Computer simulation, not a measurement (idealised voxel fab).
process module | voxel self aligned vias
cross-section cut | 155 nm wide | cells 5 nm
A cross-section is a grid of square cells, given in bands from the top down. A band is one or more rows of cells.
Each band's line starts with the height of the band's top and of its bottom, in nm. Then come its materials from left to right, each with its width in nm. One material with "throughout" fills the band from edge to edge. "air" is empty space.
Height 0 is the level under which the wafer as received is all one material. The lowest band goes on downwards, as in "0 down".
A width such as "30 to 40" changes by the same amount from each row of cells to the next, from the band's top row to its bottom row.
"no change" after a step means that no cell of the cross-section changed.
closed voids: empty space of 8 cells or more with no open way to the top, each as width x height at its distance from the left edge, in nm
after a step's settings: what the simulator itself notes on the step
overlay nm, on a step with a mask: how far to the right of its planned place the mask lay; to the left if negative
plan
1 op RECEIVE | material Si
2 op CONFORMAL_DEP | material SiO2 | thk nm 15
3 op CONFORMAL_DEP | material SiCN | thk nm 5
4 op DIRECTIONAL_DEP | material lowk | thk nm 30
5 op MASKED_ETCH | tone open | mask id LINES | width nm 30 | pitch nm 60 | etch materials lowk | depth nm 30 | overlay nm 0
6 op CONFORMAL_DEP | material TiN | thk nm 5
7 op FILL_DEP | material W | thk nm 5
8 op CMP | height nm 50
9 op SELECTIVE_ETCH | etch materials W Ru TiN | depth nm 5
10 op FILL_DEP | material SiN | thk nm 10
11 op CMP | height nm 50
12 op DIRECTIONAL_DEP | material lowk | thk nm 20
13 op DIRECTIONAL_DEP | material aC | thk nm 10
14 op PATTERN | tone open | mask id VIAS | material resist | width nm 40 | pitch nm 60 | thk nm 25 | overlay nm 0
15 op DIRECTIONAL_ETCH | etch materials aC | depth nm 10
16 op STRIP | etch materials resist
17 op DIRECTIONAL_ETCH | etch materials lowk | depth nm 20
18 op DIRECTIONAL_ETCH | etch materials SiN | depth nm 5
19 op STRIP | etch materials aC
20 op CONFORMAL_DEP | material TiN | thk nm 5
21 op FILL_DEP | material Ru | thk nm 5
22 op CMP | height nm 70
23 op CONFORMAL_DEP | material SiN | thk nm 5
first wafer, as planned
as received, after step 1
  0 down: Si throughout
  closed voids: none
after step 2
  15 to 0: SiO2 throughout
  below 0: unchanged
after step 3
  20 to 15: SiCN throughout
  below 15: unchanged
after step 4
  50 to 20: lowk throughout
  below 20: unchanged
after step 5
  50 to 20: lowk 30 | air 30 | lowk 30 | air 30 | lowk 35
  below 20: unchanged
after step 6
  55 to 50: TiN 35 | air 20 | TiN 40 | air 20 | TiN 40
  50 to 25: lowk 30 | TiN 5 | air 20 | TiN 5 | lowk 30 | TiN 5 | air 20 | TiN 5 | lowk 35
  25 to 20: lowk 30 | TiN 30 | lowk 30 | TiN 30 | lowk 35
  below 20: unchanged
after step 7
  60 to 55: W throughout
  55 to 50: TiN 35 | W 20 | TiN 40 | W 20 | TiN 40
  50 to 25: lowk 30 | TiN 5 | W 20 | TiN 5 | lowk 30 | TiN 5 | W 20 | TiN 5 | lowk 35
  below 25: unchanged
after step 8
  50 to 25: lowk 30 | TiN 5 | W 20 | TiN 5 | lowk 30 | TiN 5 | W 20 | TiN 5 | lowk 35
  below 25: unchanged
after step 9
  50 to 45: lowk 30 | air 30 | lowk 30 | air 30 | lowk 35
  below 45: unchanged
after step 10
  60 to 50: SiN throughout
  50 to 45: lowk 30 | SiN 30 | lowk 30 | SiN 30 | lowk 35
  below 45: unchanged
after step 11
  50 to 45: lowk 30 | SiN 30 | lowk 30 | SiN 30 | lowk 35
  below 45: unchanged
after step 12
  70 to 50: lowk throughout
  below 50: unchanged
after step 13
  80 to 70: aC throughout
  below 70: unchanged
after step 14
  105 to 80: resist 25 | air 40 | resist 20 | air 40 | resist 30
  below 80: unchanged
after step 15
  95 to 80: resist 25 | air 40 | resist 20 | air 40 | resist 30
  80 to 70: aC 25 | air 40 | aC 20 | air 40 | aC 30
  below 70: unchanged
after step 16
  80 to 70: aC 25 | air 40 | aC 20 | air 40 | aC 30
  below 70: unchanged
after step 17
  80 to 70: aC 25 | air 40 | aC 20 | air 40 | aC 30
  70 to 50: lowk 25 | air 40 | lowk 20 | air 40 | lowk 30
  below 50: unchanged
after step 18
  80 to 70: aC 25 | air 40 | aC 20 | air 40 | aC 30
  70 to 50: lowk 25 | air 40 | lowk 20 | air 40 | lowk 30
  50 to 45: lowk 30 | air 30 | lowk 30 | air 30 | lowk 35
  below 45: unchanged
after step 19
  70 to 50: lowk 25 | air 40 | lowk 20 | air 40 | lowk 30
  below 50: unchanged
after step 20
  75 to 70: TiN 30 | air 30 | TiN 30 | air 30 | TiN 35
  70 to 55: lowk 25 | TiN 5 | air 30 | TiN 5 | lowk 20 | TiN 5 | air 30 | TiN 5 | lowk 30
  55 to 50: lowk 25 | TiN 10 | air 20 | TiN 10 | lowk 20 | TiN 10 | air 20 | TiN 10 | lowk 30
  50 to 45: lowk 30 | TiN 30 | lowk 30 | TiN 30 | lowk 35
  below 45: unchanged
after step 21
  80 to 75: Ru throughout
  75 to 70: TiN 30 | Ru 30 | TiN 30 | Ru 30 | TiN 35
  70 to 55: lowk 25 | TiN 5 | Ru 30 | TiN 5 | lowk 20 | TiN 5 | Ru 30 | TiN 5 | lowk 30
  55 to 50: lowk 25 | TiN 10 | Ru 20 | TiN 10 | lowk 20 | TiN 10 | Ru 20 | TiN 10 | lowk 30
  below 50: unchanged
after step 22
  70 to 55: lowk 25 | TiN 5 | Ru 30 | TiN 5 | lowk 20 | TiN 5 | Ru 30 | TiN 5 | lowk 30
  below 55: unchanged
after step 23
  75 to 70: SiN throughout
  below 70: unchanged
second wafer: like start, like plan, one mistake. Through step 1 it matches the first wafer
when step 2 should have ended
  30 to 0: SiO2 throughout
  below 0: unchanged
when step 3 should have ended
  35 to 30: SiCN throughout
  below 30: unchanged
when step 4 should have ended
  65 to 35: lowk throughout
  below 35: unchanged
when step 5 should have ended
  65 to 35: lowk 30 | air 30 | lowk 30 | air 30 | lowk 35
  below 35: unchanged
when step 6 should have ended
  70 to 65: TiN 35 | air 20 | TiN 40 | air 20 | TiN 40
  65 to 40: lowk 30 | TiN 5 | air 20 | TiN 5 | lowk 30 | TiN 5 | air 20 | TiN 5 | lowk 35
  40 to 35: lowk 30 | TiN 30 | lowk 30 | TiN 30 | lowk 35
  below 35: unchanged
when step 7 should have ended
  75 to 70: W throughout
  70 to 65: TiN 35 | W 20 | TiN 40 | W 20 | TiN 40
  65 to 40: lowk 30 | TiN 5 | W 20 | TiN 5 | lowk 30 | TiN 5 | W 20 | TiN 5 | lowk 35
  below 40: unchanged
when step 8 should have ended
  50 to 40: lowk 30 | TiN 5 | W 20 | TiN 5 | lowk 30 | TiN 5 | W 20 | TiN 5 | lowk 35
  below 40: unchanged
when step 9 should have ended
  50 to 45: lowk 30 | air 30 | lowk 30 | air 30 | lowk 35
  below 45: unchanged
when step 10 should have ended
  60 to 50: SiN throughout
  50 to 45: lowk 30 | SiN 30 | lowk 30 | SiN 30 | lowk 35
  below 45: unchanged
when step 11 should have ended
  50 to 45: lowk 30 | SiN 30 | lowk 30 | SiN 30 | lowk 35
  below 45: unchanged
when step 12 should have ended
  70 to 50: lowk throughout
  below 50: unchanged
when step 13 should have ended
  80 to 70: aC throughout
  below 70: unchanged
when step 14 should have ended
  105 to 80: resist 25 | air 40 | resist 20 | air 40 | resist 30
  below 80: unchanged
when step 15 should have ended
  95 to 80: resist 25 | air 40 | resist 20 | air 40 | resist 30
  80 to 70: aC 25 | air 40 | aC 20 | air 40 | aC 30
  below 70: unchanged
when step 16 should have ended
  80 to 70: aC 25 | air 40 | aC 20 | air 40 | aC 30
  below 70: unchanged
when step 17 should have ended
  80 to 70: aC 25 | air 40 | aC 20 | air 40 | aC 30
  70 to 50: lowk 25 | air 40 | lowk 20 | air 40 | lowk 30
  below 50: unchanged
when step 18 should have ended
  80 to 70: aC 25 | air 40 | aC 20 | air 40 | aC 30
  70 to 50: lowk 25 | air 40 | lowk 20 | air 40 | lowk 30
  50 to 45: lowk 30 | air 30 | lowk 30 | air 30 | lowk 35
  below 45: unchanged
when step 19 should have ended
  70 to 50: lowk 25 | air 40 | lowk 20 | air 40 | lowk 30
  below 50: unchanged
when step 20 should have ended
  75 to 70: TiN 30 | air 30 | TiN 30 | air 30 | TiN 35
  70 to 55: lowk 25 | TiN 5 | air 30 | TiN 5 | lowk 20 | TiN 5 | air 30 | TiN 5 | lowk 30
  55 to 50: lowk 25 | TiN 10 | air 20 | TiN 10 | lowk 20 | TiN 10 | air 20 | TiN 10 | lowk 30
  50 to 45: lowk 30 | TiN 30 | lowk 30 | TiN 30 | lowk 35
  below 45: unchanged
when step 21 should have ended
  80 to 75: Ru throughout
  75 to 70: TiN 30 | Ru 30 | TiN 30 | Ru 30 | TiN 35
  70 to 55: lowk 25 | TiN 5 | Ru 30 | TiN 5 | lowk 20 | TiN 5 | Ru 30 | TiN 5 | lowk 30
  55 to 50: lowk 25 | TiN 10 | Ru 20 | TiN 10 | lowk 20 | TiN 10 | Ru 20 | TiN 10 | lowk 30
  below 50: unchanged
when step 22 should have ended
  70 to 55: lowk 25 | TiN 5 | Ru 30 | TiN 5 | lowk 20 | TiN 5 | Ru 30 | TiN 5 | lowk 30
  below 55: unchanged
when step 23 should have ended
  75 to 70: SiN throughout
  below 70: unchanged
what went wrong: step 2 was run twice
at the end the second wafer has, in cells: 93 more of SiO2 | 12 fewer of TiN | 24 fewer of W | 57 fewer of lowk
